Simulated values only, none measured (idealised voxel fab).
Title: Process Module voxel double patterning
It is cross-section cut that appears here, measuring 170 nm in width, its square cells being 5 nm in size.
In what follows, cross-sections appear as grids of square cells, described through bands that run from the top down, where every band is one or more rows of cells.
What a band's entry tells you: where the top is and where the bottom is, as heights in nm, and after that what lies inside, material by material from left to right, each with its width in nm. Empty space is written as the word "air", and a single material marked with the word "edge to edge" occupies the band from edge to edge.
Zero point of the height axis is 0; under it, received wafer = one material. Lowest band: continues down indefinitely, "z 0 and below".
A two-number width, for instance "30->40", indicates that the width is equal to the first number in the top row of the band and to the second number in the bottom row, and that it changes by a constant amount per row of cells.
"remained the same" means the step left every cell of the cross-section as it was.
In "Fully sealed cavities" the enclosed voids are listed, meaning empty spaces of 8 cells or larger without any opening to the top. The form is width x height at distance, distance from the left edge, units nm.
Past the settings on a step's line: simulator remark, on that step.
"overlay nm" on a masked step: distance the mask lay right of its planned place, negative for left.
**Planned step list for the process**
step 1: op RECEIVE | material Si
step 2: op CONFORMAL_DEP | material SiN | thk nm 10
step 3: op DIRECTIONAL_DEP | material SiO2 | thk nm 10
step 4: op DIRECTIONAL_DEP | material SiCN | thk nm 5
step 5: op DIRECTIONAL_DEP | material aC | thk nm 15
step 6: op PATTERN | tone open | mask id FIRST | material resist | width nm 15 | pitch nm 50 | thk nm 30 | overlay nm 0
step 7: op DIRECTIONAL_ETCH | etch materials aC | depth nm 15
step 8: op STRIP | etch materials resist
step 9: op DIRECTIONAL_ETCH | etch materials SiCN | depth nm 5
step 10: op STRIP | etch materials aC
step 11: op DIRECTIONAL_DEP | material aC | thk nm 15
step 12: op PATTERN | tone open | mask id SECOND | material resist | width nm 15 | pitch nm 50 | thk nm 30 | overlay nm 0
step 13: op DIRECTIONAL_ETCH | etch materials aC | depth nm 15
step 14: op STRIP | etch materials resist
step 15: op DIRECTIONAL_ETCH | etch materials SiCN | depth nm 5
step 16: op STRIP | etch materials aC
step 17: op DIRECTIONAL_ETCH | etch materials SiO2 | depth nm 10
step 18: op STRIP | etch materials SiCN
**First wafer of two (run as planned)**
**As-received wafer cross-section (after step 1)**
> z 0 and below = Si edge to edge
> Fully sealed cavities: none
**The wafer, seen in cross-section, after step 2**
> z 10 to 0 = SiN edge to edge
> Everything below 0 is unchanged.
**The wafer, seen in cross-section, after step 3**
> z 20 to 10 = SiO2 edge to edge
> Everything below 10 is unchanged.
**The wafer, seen in cross-section, after step 4**
> z 25 to 20 = SiCN edge to edge
> Everything below 20 is unchanged.
**The wafer, seen in cross-section, after step 5**
> z 40 to 25 = aC edge to edge
> Everything below 25 is unchanged.
**The wafer, seen in cross-section, after step 6**
> z 70 to 40 = 25 of resist; 15 of air; 35 of resist; 15 of air; 35 of resist; 15 of air; 30 of resist
> Everything below 40 is unchanged.
**The wafer, seen in cross-section, after step 7**
> z 55 to 40 = 25 of resist; 15 of air; 35 of resist; 15 of air; 35 of resist; 15 of air; 30 of resist
> z 40 to 25 = 25 of aC; 15 of air; 35 of aC; 15 of air; 35 of aC; 15 of air; 30 of aC
> Everything below 25 is unchanged.
**The wafer, seen in cross-section, after step 8**
> z 40 to 25 = 25 of aC; 15 of air; 35 of aC; 15 of air; 35 of aC; 15 of air; 30 of aC
> Everything below 25 is unchanged.
**The wafer, seen in cross-section, after step 9**
> z 40 to 25 = 25 of aC; 15 of air; 35 of aC; 15 of air; 35 of aC; 15 of air; 30 of aC
> z 25 to 20 = 25 of SiCN; 15 of air; 35 of SiCN; 15 of air; 35 of SiCN; 15 of air; 30 of SiCN
> Everything below 20 is unchanged.
**The wafer, seen in cross-section, after step 10**
> z 25 to 20 = 25 of SiCN; 15 of air; 35 of SiCN; 15 of air; 35 of SiCN; 15 of air; 30 of SiCN
> Everything below 20 is unchanged.
**The wafer, seen in cross-section, after step 11**
> z 40 to 35 = 25 of aC; 15 of air; 35 of aC; 15 of air; 35 of aC; 15 of air; 30 of aC
> z 35 to 25 = aC edge to edge
> z 25 to 20 = 25 of SiCN; 15 of aC; 35 of SiCN; 15 of aC; 35 of SiCN; 15 of aC; 30 of SiCN
> Everything below 20 is unchanged.
**The wafer, seen in cross-section, after step 12**
> z 70 to 40 = 50 of resist; 15 of air; 35 of resist; 15 of air; 55 of resist
> z 40 to 35 = 25 of aC; 15 of resist; 35 of aC; 15 of resist; 35 of aC; 15 of resist; 30 of aC
> Everything below 35 is unchanged.
**The wafer, seen in cross-section, after step 13**
> z 55 to 40 = 50 of resist; 15 of air; 35 of resist; 15 of air; 55 of resist
> z 40 to 35 = 25 of aC; 15 of resist; 10 of aC; 15 of air; 10 of aC; 15 of resist; 10 of aC; 15 of air; 10 of aC; 15 of resist; 30 of aC
> z 35 to 25 = 50 of aC; 15 of air; 35 of aC; 15 of air; 55 of aC
> Everything below 25 is unchanged.
**The wafer, seen in cross-section, after step 14**
> z 40 to 35 = 25 of aC; 15 of air; 10 of aC; 15 of air; 10 of aC; 15 of air; 10 of aC; 15 of air; 10 of aC; 15 of air; 30 of aC
> Everything below 35 is unchanged.
**The wafer, seen in cross-section, after step 15**
> z 40 to 35 = 25 of aC; 15 of air; 10 of aC; 15 of air; 10 of aC; 15 of air; 10 of aC; 15 of air; 10 of aC; 15 of air; 30 of aC
> z 35 to 25 = 50 of aC; 15 of air; 35 of aC; 15 of air; 55 of aC
> z 25 to 20 = 25 of SiCN; 15 of aC; 10 of SiCN; 15 of air; 10 of SiCN; 15 of aC; 10 of SiCN; 15 of air; 10 of SiCN; 15 of aC; 30 of SiCN
> Everything below 20 is unchanged.
**The wafer, seen in cross-section, after step 16**
> z 25 to 20 = 25 of SiCN; 15 of air; 10 of SiCN; 15 of air; 10 of SiCN; 15 of air; 10 of SiCN; 15 of air; 10 of SiCN; 15 of air; 30 of SiCN
> Everything below 20 is unchanged.
**The wafer, seen in cross-section, after step 17**
> z 25 to 20 = 25 of SiCN; 15 of air; 10 of SiCN; 15 of air; 10 of SiCN; 15 of air; 10 of SiCN; 15 of air; 10 of SiCN; 15 of air; 30 of SiCN
> z 20 to 10 = 25 of SiO2; 15 of air; 10 of SiO2; 15 of air; 10 of SiO2; 15 of air; 10 of SiO2; 15 of air; 10 of SiO2; 15 of air; 30 of SiO2
> Everything below 10 is unchanged.
**The wafer, seen in cross-section, after step 18**
> z 20 to 10 = 25 of SiO2; 15 of air; 10 of SiO2; 15 of air; 10 of SiO2; 15 of air; 10 of SiO2; 15 of air; 10 of SiO2; 15 of air; 30 of SiO2
> Everything below 10 is unchanged.
**Second wafer: same start and same plan as the first, one execution error; identical to the first through step 2**
**Second wafer, sectioned view, at step 3's planned end time**
> z 15 to 10 = SiO2 edge to edge
> Everything below 10 is unchanged.
**Second wafer, sectioned view, at step 4's planned end time**
> z 20 to 15 = SiCN edge to edge
> Everything below 15 is unchanged.
**Second wafer, sectioned view, at step 5's planned end time**
> z 35 to 20 = aC edge to edge
> Everything below 20 is unchanged.
**Second wafer, sectioned view, at step 6's planned end time**
> z 65 to 35 = 25 of resist; 15 of air; 35 of resist; 15 of air; 35 of resist; 15 of air; 30 of resist
> Everything below 35 is unchanged.
**Second wafer, sectioned view, at step 7's planned end time**
> z 50 to 35 = 25 of resist; 15 of air; 35 of resist; 15 of air; 35 of resist; 15 of air; 30 of resist
> z 35 to 20 = 25 of aC; 15 of air; 35 of aC; 15 of air; 35 of aC; 15 of air; 30 of aC
> Everything below 20 is unchanged.
**Second wafer, sectioned view, at step 8's planned end time**
> z 35 to 20 = 25 of aC; 15 of air; 35 of aC; 15 of air; 35 of aC; 15 of air; 30 of aC
> Everything below 20 is unchanged.
**Second wafer, sectioned view, at step 9's planned end time**
> z 35 to 20 = 25 of aC; 15 of air; 35 of aC; 15 of air; 35 of aC; 15 of air; 30 of aC
> z 20 to 15 = 25 of SiCN; 15 of air; 35 of SiCN; 15 of air; 35 of SiCN; 15 of air; 30 of SiCN
> Everything below 15 is unchanged.
**Second wafer, sectioned view, at step 10's planned end time**
> z 20 to 15 = 25 of SiCN; 15 of air; 35 of SiCN; 15 of air; 35 of SiCN; 15 of air; 30 of SiCN
> Everything below 15 is unchanged.
**Second wafer, sectioned view, at step 11's planned end time**
> z 35 to 30 = 25 of aC; 15 of air; 35 of aC; 15 of air; 35 of aC; 15 of air; 30 of aC
> z 30 to 20 = aC edge to edge
> z 20 to 15 = 25 of SiCN; 15 of aC; 35 of SiCN; 15 of aC; 35 of SiCN; 15 of aC; 30 of SiCN
> Everything below 15 is unchanged.
**Second wafer, sectioned view, at step 12's planned end time**
> z 65 to 35 = 50 of resist; 15 of air; 35 of resist; 15 of air; 55 of resist
> z 35 to 30 = 25 of aC; 15 of resist; 35 of aC; 15 of resist; 35 of aC; 15 of resist; 30 of aC
> Everything below 30 is unchanged.
**Second wafer, sectioned view, at step 13's planned end time**
> z 50 to 35 = 50 of resist; 15 of air; 35 of resist; 15 of air; 55 of resist
> z 35 to 30 = 25 of aC; 15 of resist; 10 of aC; 15 of air; 10 of aC; 15 of resist; 10 of aC; 15 of air; 10 of aC; 15 of resist; 30 of aC
> z 30 to 20 = 50 of aC; 15 of air; 35 of aC; 15 of air; 55 of aC
> Everything below 20 is unchanged.
**Second wafer, sectioned view, at step 14's planned end time**
> z 35 to 30 = 25 of aC; 15 of air; 10 of aC; 15 of air; 10 of aC; 15 of air; 10 of aC; 15 of air; 10 of aC; 15 of air; 30 of aC
> Everything below 30 is unchanged.
**Second wafer, sectioned view, at step 15's planned end time**
> z 35 to 30 = 25 of aC; 15 of air; 10 of aC; 15 of air; 10 of aC; 15 of air; 10 of aC; 15 of air; 10 of aC; 15 of air; 30 of aC
> z 30 to 20 = 50 of aC; 15 of air; 35 of aC; 15 of air; 55 of aC
> z 20 to 15 = 25 of SiCN; 15 of aC; 10 of SiCN; 15 of air; 10 of SiCN; 15 of aC; 10 of SiCN; 15 of air; 10 of SiCN; 15 of aC; 30 of SiCN
> Everything below 15 is unchanged.
**Second wafer, sectioned view, at step 16's planned end time**
> z 20 to 15 = 25 of SiCN; 15 of air; 10 of SiCN; 15 of air; 10 of SiCN; 15 of air; 10 of SiCN; 15 of air; 10 of SiCN; 15 of air; 30 of SiCN
> Everything below 15 is unchanged.
**Second wafer, sectioned view, at step 17's planned end time**
> z 20 to 15 = 25 of SiCN; 15 of air; 10 of SiCN; 15 of air; 10 of SiCN; 15 of air; 10 of SiCN; 15 of air; 10 of SiCN; 15 of air; 30 of SiCN
> z 15 to 10 = 25 of SiO2; 15 of air; 10 of SiO2; 15 of air; 10 of SiO2; 15 of air; 10 of SiO2; 15 of air; 10 of SiO2; 15 of air; 30 of SiO2
> Everything below 10 is unchanged.
**Second wafer, sectioned view, at step 18's planned end time**
> z 15 to 10 = 25 of SiO2; 15 of air; 10 of SiO2; 15 of air; 10 of SiO2; 15 of air; 10 of SiO2; 15 of air; 10 of SiO2; 15 of air; 30 of SiO2
> Everything below 10 is unchanged.
Run error: so step 3 ended up running with a different setting than we planned, it ran as op DIRECTIONAL_DEP | material SiO2 | thk nm 5
Per the end-of-run cell counts, the second wafer holds more or fewer of some materials than the first: SiO2: 19 fewer
